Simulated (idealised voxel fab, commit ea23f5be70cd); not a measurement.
This is a process module. Its name is voxel self aligned vias.
Displayed cross-section: cut, width of 240 nm, square cells sized 5 nm.
Heads up, the way a cross-section reads in here is a grid of square cells, handed over as bands from the top down, with every band being one or more rows of cells. Look at the band entry: it leads with the top's height and the bottom's height in nm. Then it lists the materials left to right, with a width in nm for each. The word "everywhere" on a single material says that material fills the band edge to edge. The word "blank" is empty space. We count height from 0. Below that, the starting wafer is all one material. The lowest band never ends at the bottom but goes on down; see "from 0 down" for how that is written. With a width like "30..40", each row of cells in the band differs from the next by the same amount, the top row carrying the first number and the bottom row the second. Where the words "no alteration" appear for a step, the cross-section shows no cell changed by that step; every cell remained as before. "Enclosed void entries" lists enclosed empty spaces (at least 8 cells, no open path upward to the top), each as width x height at distance from the left edge, in nm. That trailing text on a step's line, after the settings, is the simulator's own remark on the step. overlay nm: step with mask; distance mask lay right of planned place; negative value = left of planned place.
## The steps planned for the process are as follows
1 RECEIVE,material Si
2 CONFORMAL_DEP,material SiO2,thk nm 15
3 CONFORMAL_DEP,material SiCN,thk nm 5
4 DIRECTIONAL_DEP,material SiO2,thk nm 25
5 MASKED_ETCH,tone open,mask id LINES,width nm 30,pitch nm 55,etch materials SiO2,depth nm 25,overlay nm 0
6 CONFORMAL_DEP,material TiN,thk nm 5
7 FILL_DEP,material W,thk nm 10
8 CMP,height nm 45
9 SELECTIVE_ETCH,etch materials W Ru TiN,depth nm 5
10 FILL_DEP,material SiN,thk nm 10
11 CMP,height nm 45
12 DIRECTIONAL_DEP,material SiO2,thk nm 20
13 MASKED_ETCH,tone open,mask id VIAS,width nm 40,pitch nm 55,etch materials SiO2,depth nm 20,overlay nm 0
14 MASKED_ETCH,tone open,mask id VIAS,width nm 40,pitch nm 55,etch materials SiN,depth nm 5,overlay nm 0
15 CONFORMAL_DEP,material TiN,thk nm 5
16 FILL_DEP,material W,thk nm 10
17 CMP,height nm 65
18 CONFORMAL_DEP,material SiCN,thk nm 5
## On the first of the two wafers: run conducted according to plan
## As-received state of the wafer in cross-section, equivalent to post-step 1
- from 0 down  Si everywhere
- Enclosed void entries: none
## The wafer in cross-section once step 2 is complete
- from 15 to 0  SiO2 everywhere
- Anything lower than 0 is untouched.
## The wafer in cross-section once step 3 is complete
- from 20 to 15  SiCN everywhere
- Anything lower than 15 is untouched.
## The wafer in cross-section once step 4 is complete
- from 45 to 20  SiO2 everywhere
- Anything lower than 20 is untouched.
## The wafer in cross-section once step 5 is complete
- from 45 to 20  75 SiO2 / 30 blank / 25 SiO2 / 30 blank / 80 SiO2
- Anything lower than 20 is untouched.
## The wafer in cross-section once step 6 is complete
- from 50 to 45  80 TiN / 20 blank / 35 TiN / 20 blank / 85 TiN
- from 45 to 25  75 SiO2 / 5 TiN / 20 blank / 5 TiN / 25 SiO2 / 5 TiN / 20 blank / 5 TiN / 80 SiO2
- from 25 to 20  75 SiO2 / 30 TiN / 25 SiO2 / 30 TiN / 80 SiO2
- Anything lower than 20 is untouched.
## The wafer in cross-section once step 7 is complete
- from 60 to 50  W everywhere
- from 50 to 45  80 TiN / 20 W / 35 TiN / 20 W / 85 TiN
- from 45 to 25  75 SiO2 / 5 TiN / 20 W / 5 TiN / 25 SiO2 / 5 TiN / 20 W / 5 TiN / 80 SiO2
- Anything lower than 25 is untouched.
## The wafer in cross-section once step 8 is complete
- from 45 to 25  75 SiO2 / 5 TiN / 20 W / 5 TiN / 25 SiO2 / 5 TiN / 20 W / 5 TiN / 80 SiO2
- Anything lower than 25 is untouched.
## The wafer in cross-section once step 9 is complete
- from 45 to 40  75 SiO2 / 30 blank / 25 SiO2 / 30 blank / 80 SiO2
- Anything lower than 40 is untouched.
## The wafer in cross-section once step 10 is complete
- from 55 to 45  SiN everywhere
- from 45 to 40  75 SiO2 / 30 SiN / 25 SiO2 / 30 SiN / 80 SiO2
- Anything lower than 40 is untouched.
## The wafer in cross-section once step 11 is complete
- from 45 to 40  75 SiO2 / 30 SiN / 25 SiO2 / 30 SiN / 80 SiO2
- Anything lower than 40 is untouched.
## The wafer in cross-section once step 12 is complete
- from 65 to 45  SiO2 everywhere
- Anything lower than 45 is untouched.
## The wafer in cross-section once step 13 is complete
- from 65 to 45  70 SiO2 / 40 blank / 15 SiO2 / 40 blank / 75 SiO2
- Anything lower than 45 is untouched.
## The wafer in cross-section once step 14 is complete
- from 65 to 45  70 SiO2 / 40 blank / 15 SiO2 / 40 blank / 75 SiO2
- from 45 to 40  75 SiO2 / 30 blank / 25 SiO2 / 30 blank / 80 SiO2
- Anything lower than 40 is untouched.
## The wafer in cross-section once step 15 is complete
- from 70 to 65  75 TiN / 30 blank / 25 TiN / 30 blank / 80 TiN
- from 65 to 50  70 SiO2 / 5 TiN / 30 blank / 5 TiN / 15 SiO2 / 5 TiN / 30 blank / 5 TiN / 75 SiO2
- from 50 to 45  70 SiO2 / 10 TiN / 20 blank / 10 TiN / 15 SiO2 / 10 TiN / 20 blank / 10 TiN / 75 SiO2
- from 45 to 40  75 SiO2 / 30 TiN / 25 SiO2 / 30 TiN / 80 SiO2
- Anything lower than 40 is untouched.
## The wafer in cross-section once step 16 is complete
- from 80 to 70  W everywhere
- from 70 to 65  75 TiN / 30 W / 25 TiN / 30 W / 80 TiN
- from 65 to 50  70 SiO2 / 5 TiN / 30 W / 5 TiN / 15 SiO2 / 5 TiN / 30 W / 5 TiN / 75 SiO2
- from 50 to 45  70 SiO2 / 10 TiN / 20 W / 10 TiN / 15 SiO2 / 10 TiN / 20 W / 10 TiN / 75 SiO2
- Anything lower than 45 is untouched.
## The wafer in cross-section once step 17 is complete
- from 65 to 50  70 SiO2 / 5 TiN / 30 W / 5 TiN / 15 SiO2 / 5 TiN / 30 W / 5 TiN / 75 SiO2
- Anything lower than 50 is untouched.
## The wafer in cross-section once step 18 is complete
- from 70 to 65  SiCN everywhere
- Anything lower than 65 is untouched.
## What follows concerns the second wafer, which started out like the first and was meant to follow the very same plan; one mistake crept in when it was run, but everything up to and including step 1 is the same as for the first wafer
## Here is the second wafer in cross-section at the point where step 2 of the plan should have been done
- from 30 to 0  SiO2 everywhere
- Anything lower than 0 is untouched.
## Here is the second wafer in cross-section at the point where step 3 of the plan should have been done
- from 35 to 30  SiCN everywhere
- Anything lower than 30 is untouched.
## Here is the second wafer in cross-section at the point where step 4 of the plan should have been done
- from 60 to 35  SiO2 everywhere
- Anything lower than 35 is untouched.
## Here is the second wafer in cross-section at the point where step 5 of the plan should have been done
- from 60 to 35  75 SiO2 / 30 blank / 25 SiO2 / 30 blank / 80 SiO2
- Anything lower than 35 is untouched.
## Here is the second wafer in cross-section at the point where step 6 of the plan should have been done
- from 65 to 60  80 TiN / 20 blank / 35 TiN / 20 blank / 85 TiN
- from 60 to 40  75 SiO2 / 5 TiN / 20 blank / 5 TiN / 25 SiO2 / 5 TiN / 20 blank / 5 TiN / 80 SiO2
- from 40 to 35  75 SiO2 / 30 TiN / 25 SiO2 / 30 TiN / 80 SiO2
- Anything lower than 35 is untouched.
## Here is the second wafer in cross-section at the point where step 7 of the plan should have been done
- from 75 to 65  W everywhere
- from 65 to 60  80 TiN / 20 W / 35 TiN / 20 W / 85 TiN
- from 60 to 40  75 SiO2 / 5 TiN / 20 W / 5 TiN / 25 SiO2 / 5 TiN / 20 W / 5 TiN / 80 SiO2
- Anything lower than 40 is untouched.
## Here is the second wafer in cross-section at the point where step 8 of the plan should have been done
- from 45 to 40  75 SiO2 / 5 TiN / 20 W / 5 TiN / 25 SiO2 / 5 TiN / 20 W / 5 TiN / 80 SiO2
- Anything lower than 40 is untouched.
## Here is the second wafer in cross-section at the point where step 9 of the plan should have been done
- from 45 to 40  75 SiO2 / 30 blank / 25 SiO2 / 30 blank / 80 SiO2
- Anything lower than 40 is untouched.
## Here is the second wafer in cross-section at the point where step 10 of the plan should have been done
- from 55 to 45  SiN everywhere
- from 45 to 40  75 SiO2 / 30 SiN / 25 SiO2 / 30 SiN / 80 SiO2
- Anything lower than 40 is untouched.
## Here is the second wafer in cross-section at the point where step 11 of the plan should have been done
- from 45 to 40  75 SiO2 / 30 SiN / 25 SiO2 / 30 SiN / 80 SiO2
- Anything lower than 40 is untouched.
## Here is the second wafer in cross-section at the point where step 12 of the plan should have been done
- from 65 to 45  SiO2 everywhere
- Anything lower than 45 is untouched.
## Here is the second wafer in cross-section at the point where step 13 of the plan should have been done
- from 65 to 45  70 SiO2 / 40 blank / 15 SiO2 / 40 blank / 75 SiO2
- Anything lower than 45 is untouched.
## Here is the second wafer in cross-section at the point where step 14 of the plan should have been done
- from 65 to 45  70 SiO2 / 40 blank / 15 SiO2 / 40 blank / 75 SiO2
- from 45 to 40  75 SiO2 / 30 blank / 25 SiO2 / 30 blank / 80 SiO2
- Anything lower than 40 is untouched.
## Here is the second wafer in cross-section at the point where step 15 of the plan should have been done
- from 70 to 65  75 TiN / 30 blank / 25 TiN / 30 blank / 80 TiN
- from 65 to 50  70 SiO2 / 5 TiN / 30 blank / 5 TiN / 15 SiO2 / 5 TiN / 30 blank / 5 TiN / 75 SiO2
- from 50 to 45  70 SiO2 / 10 TiN / 20 blank / 10 TiN / 15 SiO2 / 10 TiN / 20 blank / 10 TiN / 75 SiO2
- from 45 to 35  75 SiO2 / 30 TiN / 25 SiO2 / 30 TiN / 80 SiO2
- Anything lower than 35 is untouched.
## Here is the second wafer in cross-section at the point where step 16 of the plan should have been done
- from 80 to 70  W everywhere
- from 70 to 65  75 TiN / 30 W / 25 TiN / 30 W / 80 TiN
- from 65 to 50  70 SiO2 / 5 TiN / 30 W / 5 TiN / 15 SiO2 / 5 TiN / 30 W / 5 TiN / 75 SiO2
- from 50 to 45  70 SiO2 / 10 TiN / 20 W / 10 TiN / 15 SiO2 / 10 TiN / 20 W / 10 TiN / 75 SiO2
- Anything lower than 45 is untouched.
## Here is the second wafer in cross-section at the point where step 17 of the plan should have been done
- from 65 to 50  70 SiO2 / 5 TiN / 30 W / 5 TiN / 15 SiO2 / 5 TiN / 30 W / 5 TiN / 75 SiO2
- Anything lower than 50 is untouched.
## Here is the second wafer in cross-section at the point where step 18 of the plan should have been done
- from 70 to 65  SiCN everywhere
- Anything lower than 65 is untouched.
Short version of what went wrong: twice, step 2 of the plan was run
Final difference in cells, second wafer against first, listed per material as more or fewer: SiO2: 36 more | TiN: 12 fewer | W: 24 fewer
